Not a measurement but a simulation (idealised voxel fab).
process module | voxel capacitor over wiring
cross-section cut | 250 nm wide | cells 5 nm
A cross-section is a grid of square cells, given in bands from the top down. A band is one or more rows of cells.
Each band's line starts with the height of the band's top and of its bottom, in nm. Then come its materials from left to right, each with its width in nm. One material with "throughout" fills the band from edge to edge. "air" is empty space.
Height 0 is the level under which the wafer as received is all one material. The lowest band goes on downwards, as in "0 down".
A width such as "30 to 40" changes by the same amount from each row of cells to the next, from the band's top row to its bottom row.
"no change" after a step means that no cell of the cross-section changed.
closed voids: empty space of 8 cells or more with no open way to the top, each as width x height at its distance from the left edge, in nm
after a step's settings: what the simulator itself notes on the step
overlay nm, on a step with a mask: how far to the right of its planned place the mask lay; to the left if negative
plan
1 op RECEIVE | material Si
2 op CONFORMAL_DEP | material SiO2 | thk nm 10
3 op DIRECTIONAL_DEP | material TiN | thk nm 5
4 op DIRECTIONAL_DEP | material Ru | thk nm 25
5 op PATTERN | tone cover | mask id METAL_1 | material resist | width nm 30 | pitch nm 80 | thk nm 20 | overlay nm 0
6 op DIRECTIONAL_ETCH | etch materials Ru | depth nm 25
7 op DIRECTIONAL_ETCH | etch materials TiN | depth nm 5
8 op STRIP | etch materials resist
9 op CONFORMAL_DEP | material SiN | thk nm 5
10 op FILL_DEP | material SiO2 | thk nm 10
11 op CMP | height nm 40
12 op CONFORMAL_DEP | material SiCN | thk nm 5
13 op DIRECTIONAL_DEP | material SiO2 | thk nm 15
14 op PATTERN | tone open | mask id PLUG_1 | material resist | width nm 15 | thk nm 20 | overlay nm 0
15 op DIRECTIONAL_ETCH | etch materials SiO2 | depth nm 15
16 op DIRECTIONAL_ETCH | etch materials SiCN | depth nm 5
17 op STRIP | etch materials resist
18 op CONFORMAL_DEP | material TiN | thk nm 5
19 op FILL_DEP | material Cu | thk nm 5
20 op CMP | height nm 60
21 op DIRECTIONAL_DEP | material TiN | thk nm 5
22 op DIRECTIONAL_DEP | material SiN | thk nm 5
23 op DIRECTIONAL_DEP | material TiN | thk nm 10
24 op PATTERN | tone cover | mask id UPPER_PLATE | material resist | width nm 55 | thk nm 20 | overlay nm 0
25 op DIRECTIONAL_ETCH | etch materials TiN | depth nm 10
26 op DIRECTIONAL_ETCH | etch materials SiN | depth nm 5
27 op STRIP | etch materials resist
28 op PATTERN | tone cover | mask id LOWER_PLATE | material resist | width nm 65 | thk nm 15 | overlay nm 0
29 op DIRECTIONAL_ETCH | etch materials TiN | depth nm 5
30 op STRIP | etch materials resist
31 op FILL_DEP | material SiO2 | thk nm 20
32 op CMP | height nm 95
33 op DIRECTIONAL_DEP | material aC | thk nm 15
34 op PATTERN | tone open | mask id PLUG_2 | material resist | width nm 15 | thk nm 35 | overlay nm 0
35 op DIRECTIONAL_ETCH | etch materials aC | depth nm 15
36 op STRIP | etch materials resist
37 op DIRECTIONAL_ETCH | etch materials SiO2 | depth nm 15
38 op STRIP | etch materials aC
39 op CONFORMAL_DEP | material TiN | thk nm 5
40 op FILL_DEP | material W | thk nm 10
41 op CMP | height nm 95
42 op CONFORMAL_DEP | material SiN | thk nm 5
first wafer, as planned
as received, after step 1
  0 down: Si throughout
  closed voids: none
after step 2
  10 to 0: SiO2 throughout
  below 0: unchanged
after step 3
  15 to 10: TiN throughout
  below 10: unchanged
after step 4
  40 to 15: Ru throughout
  below 15: unchanged
after step 5
  60 to 40: air 70 | resist 30 | air 50 | resist 30 | air 70
  below 40: unchanged
after step 6
  60 to 40: air 70 | resist 30 | air 50 | resist 30 | air 70
  40 to 15: air 70 | Ru 30 | air 50 | Ru 30 | air 70
  below 15: unchanged
after step 7
  60 to 40: air 70 | resist 30 | air 50 | resist 30 | air 70
  40 to 15: air 70 | Ru 30 | air 50 | Ru 30 | air 70
  15 to 10: air 70 | TiN 30 | air 50 | TiN 30 | air 70
  below 10: unchanged
after step 8
  40 to 15: air 70 | Ru 30 | air 50 | Ru 30 | air 70
  below 15: unchanged
after step 9
  45 to 40: air 65 | SiN 40 | air 40 | SiN 40 | air 65
  40 to 15: air 65 | SiN 5 | Ru 30 | SiN 5 | air 40 | SiN 5 | Ru 30 | SiN 5 | air 65
  15 to 10: SiN 70 | TiN 30 | SiN 50 | TiN 30 | SiN 70
  below 10: unchanged
after step 10
  55 to 45: SiO2 throughout
  45 to 40: SiO2 65 | SiN 40 | SiO2 40 | SiN 40 | SiO2 65
  40 to 15: SiO2 65 | SiN 5 | Ru 30 | SiN 5 | SiO2 40 | SiN 5 | Ru 30 | SiN 5 | SiO2 65
  below 15: unchanged
after step 11
  40 to 15: SiO2 65 | SiN 5 | Ru 30 | SiN 5 | SiO2 40 | SiN 5 | Ru 30 | SiN 5 | SiO2 65
  below 15: unchanged
after step 12
  45 to 40: SiCN throughout
  below 40: unchanged
after step 13
  60 to 45: SiO2 throughout
  below 45: unchanged
after step 14
  80 to 60: resist 85 | air 15 | resist 150
  below 60: unchanged
after step 15
  80 to 60: resist 85 | air 15 | resist 150
  60 to 45: SiO2 85 | air 15 | SiO2 150
  below 45: unchanged
after step 16
  80 to 60: resist 85 | air 15 | resist 150
  60 to 45: SiO2 85 | air 15 | SiO2 150
  45 to 40: SiCN 85 | air 15 | SiCN 150
  below 40: unchanged
after step 17
  60 to 45: SiO2 85 | air 15 | SiO2 150
  below 45: unchanged
after step 18
  65 to 60: TiN 90 | air 5 | TiN 155
  60 to 45: SiO2 85 | TiN 5 | air 5 | TiN 5 | SiO2 150
  45 to 40: SiCN 85 | TiN 15 | SiCN 150
  below 40: unchanged
after step 19
  70 to 65: Cu throughout
  65 to 60: TiN 90 | Cu 5 | TiN 155
  60 to 45: SiO2 85 | TiN 5 | Cu 5 | TiN 5 | SiO2 150
  below 45: unchanged
after step 20
  60 to 45: SiO2 85 | TiN 5 | Cu 5 | TiN 5 | SiO2 150
  below 45: unchanged
after step 21
  65 to 60: TiN throughout
  below 60: unchanged
after step 22
  70 to 65: SiN throughout
  below 65: unchanged
after step 23
  80 to 70: TiN throughout
  below 70: unchanged
after step 24
  100 to 80: air 85 | resist 55 | air 110
  below 80: unchanged
after step 25
  100 to 80: air 85 | resist 55 | air 110
  80 to 70: air 85 | TiN 55 | air 110
  below 70: unchanged
after step 26
  100 to 80: air 85 | resist 55 | air 110
  80 to 70: air 85 | TiN 55 | air 110
  70 to 65: air 85 | SiN 55 | air 110
  below 65: unchanged
after step 27
  80 to 70: air 85 | TiN 55 | air 110
  below 70: unchanged
after step 28
  95 to 80: air 80 | resist 65 | air 105
  80 to 70: air 80 | resist 5 | TiN 55 | resist 5 | air 105
  70 to 65: air 80 | resist 5 | SiN 55 | resist 5 | air 105
  below 65: unchanged
after step 29
  95 to 80: air 80 | resist 65 | air 105
  80 to 70: air 80 | resist 5 | TiN 55 | resist 5 | air 105
  70 to 65: air 80 | resist 5 | SiN 55 | resist 5 | air 105
  65 to 60: air 80 | TiN 65 | air 105
  below 60: unchanged
after step 30
  80 to 70: air 85 | TiN 55 | air 110
  70 to 65: air 85 | SiN 55 | air 110
  below 65: unchanged
after step 31
  100 to 80: SiO2 throughout
  80 to 70: SiO2 85 | TiN 55 | SiO2 110
  70 to 65: SiO2 85 | SiN 55 | SiO2 110
  65 to 60: SiO2 80 | TiN 65 | SiO2 105
  below 60: unchanged
after step 32
  95 to 80: SiO2 throughout
  below 80: unchanged
after step 33
  110 to 95: aC throughout
  below 95: unchanged
after step 34
  145 to 110: resist 95 | air 15 | resist 140
  below 110: unchanged
after step 35
  130 to 110: resist 95 | air 15 | resist 140
  110 to 95: aC 95 | air 15 | aC 140
  below 95: unchanged
after step 36
  110 to 95: aC 95 | air 15 | aC 140
  below 95: unchanged
after step 37
  110 to 95: aC 95 | air 15 | aC 140
  95 to 80: SiO2 95 | air 15 | SiO2 140
  below 80: unchanged
after step 38
  95 to 80: SiO2 95 | air 15 | SiO2 140
  below 80: unchanged
after step 39
  100 to 95: TiN 100 | air 5 | TiN 145
  95 to 85: SiO2 95 | TiN 5 | air 5 | TiN 5 | SiO2 140
  85 to 80: SiO2 95 | TiN 15 | SiO2 140
  below 80: unchanged
after step 40
  110 to 100: W throughout
  100 to 95: TiN 100 | W 5 | TiN 145
  95 to 85: SiO2 95 | TiN 5 | W 5 | TiN 5 | SiO2 140
  below 85: unchanged
after step 41
  95 to 85: SiO2 95 | TiN 5 | W 5 | TiN 5 | SiO2 140
  below 85: unchanged
after step 42
  100 to 95: SiN throughout
  below 95: unchanged
second wafer: like start, like plan, one mistake. Through step 2 it matches the first wafer
when step 3 should have ended: no change
when step 4 should have ended
  35 to 10: Ru throughout
  below 10: unchanged
when step 5 should have ended
  55 to 35: air 70 | resist 30 | air 50 | resist 30 | air 70
  below 35: unchanged
when step 6 should have ended
  55 to 35: air 70 | resist 30 | air 50 | resist 30 | air 70
  35 to 10: air 70 | Ru 30 | air 50 | Ru 30 | air 70
  below 10: unchanged
when step 7 should have ended: no change
when step 8 should have ended
  35 to 10: air 70 | Ru 30 | air 50 | Ru 30 | air 70
  below 10: unchanged
when step 9 should have ended
  40 to 35: air 65 | SiN 40 | air 40 | SiN 40 | air 65
  35 to 15: air 65 | SiN 5 | Ru 30 | SiN 5 | air 40 | SiN 5 | Ru 30 | SiN 5 | air 65
  15 to 10: SiN 70 | Ru 30 | SiN 50 | Ru 30 | SiN 70
  below 10: unchanged
when step 10 should have ended
  50 to 40: SiO2 throughout
  40 to 35: SiO2 65 | SiN 40 | SiO2 40 | SiN 40 | SiO2 65
  35 to 15: SiO2 65 | SiN 5 | Ru 30 | SiN 5 | SiO2 40 | SiN 5 | Ru 30 | SiN 5 | SiO2 65
  below 15: unchanged
when step 11 should have ended
  40 to 35: SiO2 65 | SiN 40 | SiO2 40 | SiN 40 | SiO2 65
  below 35: unchanged
when step 12 should have ended
  45 to 40: SiCN throughout
  below 40: unchanged
when step 13 should have ended
  60 to 45: SiO2 throughout
  below 45: unchanged
when step 14 should have ended
  80 to 60: resist 85 | air 15 | resist 150
  below 60: unchanged
when step 15 should have ended
  80 to 60: resist 85 | air 15 | resist 150
  60 to 45: SiO2 85 | air 15 | SiO2 150
  below 45: unchanged
when step 16 should have ended
  80 to 60: resist 85 | air 15 | resist 150
  60 to 45: SiO2 85 | air 15 | SiO2 150
  45 to 40: SiCN 85 | air 15 | SiCN 150
  below 40: unchanged
when step 17 should have ended
  60 to 45: SiO2 85 | air 15 | SiO2 150
  below 45: unchanged
when step 18 should have ended
  65 to 60: TiN 90 | air 5 | TiN 155
  60 to 45: SiO2 85 | TiN 5 | air 5 | TiN 5 | SiO2 150
  45 to 40: SiCN 85 | TiN 15 | SiCN 150
  below 40: unchanged
when step 19 should have ended
  70 to 65: Cu throughout
  65 to 60: TiN 90 | Cu 5 | TiN 155
  60 to 45: SiO2 85 | TiN 5 | Cu 5 | TiN 5 | SiO2 150
  below 45: unchanged
when step 20 should have ended
  60 to 45: SiO2 85 | TiN 5 | Cu 5 | TiN 5 | SiO2 150
  below 45: unchanged
when step 21 should have ended
  65 to 60: TiN throughout
  below 60: unchanged
when step 22 should have ended
  70 to 65: SiN throughout
  below 65: unchanged
when step 23 should have ended
  80 to 70: TiN throughout
  below 70: unchanged
when step 24 should have ended
  100 to 80: air 85 | resist 55 | air 110
  below 80: unchanged
when step 25 should have ended
  100 to 80: air 85 | resist 55 | air 110
  80 to 70: air 85 | TiN 55 | air 110
  below 70: unchanged
when step 26 should have ended
  100 to 80: air 85 | resist 55 | air 110
  80 to 70: air 85 | TiN 55 | air 110
  70 to 65: air 85 | SiN 55 | air 110
  below 65: unchanged
when step 27 should have ended
  80 to 70: air 85 | TiN 55 | air 110
  below 70: unchanged
when step 28 should have ended
  95 to 80: air 80 | resist 65 | air 105
  80 to 70: air 80 | resist 5 | TiN 55 | resist 5 | air 105
  70 to 65: air 80 | resist 5 | SiN 55 | resist 5 | air 105
  below 65: unchanged
when step 29 should have ended
  95 to 80: air 80 | resist 65 | air 105
  80 to 70: air 80 | resist 5 | TiN 55 | resist 5 | air 105
  70 to 65: air 80 | resist 5 | SiN 55 | resist 5 | air 105
  65 to 60: air 80 | TiN 65 | air 105
  below 60: unchanged
when step 30 should have ended
  80 to 70: air 85 | TiN 55 | air 110
  70 to 65: air 85 | SiN 55 | air 110
  below 65: unchanged
when step 31 should have ended
  100 to 80: SiO2 throughout
  80 to 70: SiO2 85 | TiN 55 | SiO2 110
  70 to 65: SiO2 85 | SiN 55 | SiO2 110
  65 to 60: SiO2 80 | TiN 65 | SiO2 105
  below 60: unchanged
when step 32 should have ended
  95 to 80: SiO2 throughout
  below 80: unchanged
when step 33 should have ended
  110 to 95: aC throughout
  below 95: unchanged
when step 34 should have ended
  145 to 110: resist 95 | air 15 | resist 140
  below 110: unchanged
when step 35 should have ended
  130 to 110: resist 95 | air 15 | resist 140
  110 to 95: aC 95 | air 15 | aC 140
  below 95: unchanged
when step 36 should have ended
  110 to 95: aC 95 | air 15 | aC 140
  below 95: unchanged
when step 37 should have ended
  110 to 95: aC 95 | air 15 | aC 140
  95 to 80: SiO2 95 | air 15 | SiO2 140
  below 80: unchanged
when step 38 should have ended
  95 to 80: SiO2 95 | air 15 | SiO2 140
  below 80: unchanged
when step 39 should have ended
  100 to 95: TiN 100 | air 5 | TiN 145
  95 to 85: SiO2 95 | TiN 5 | air 5 | TiN 5 | SiO2 140
  85 to 80: SiO2 95 | TiN 15 | SiO2 140
  below 80: unchanged
when step 40 should have ended
  110 to 100: W throughout
  100 to 95: TiN 100 | W 5 | TiN 145
  95 to 85: SiO2 95 | TiN 5 | W 5 | TiN 5 | SiO2 140
  below 85: unchanged
when step 41 should have ended
  95 to 85: SiO2 95 | TiN 5 | W 5 | TiN 5 | SiO2 140
  below 85: unchanged
when step 42 should have ended
  100 to 95: SiN throughout
  below 95: unchanged
what went wrong: step 3 was left out
at the end the second wafer has, in cells: 12 more of SiN | 12 fewer of TiN
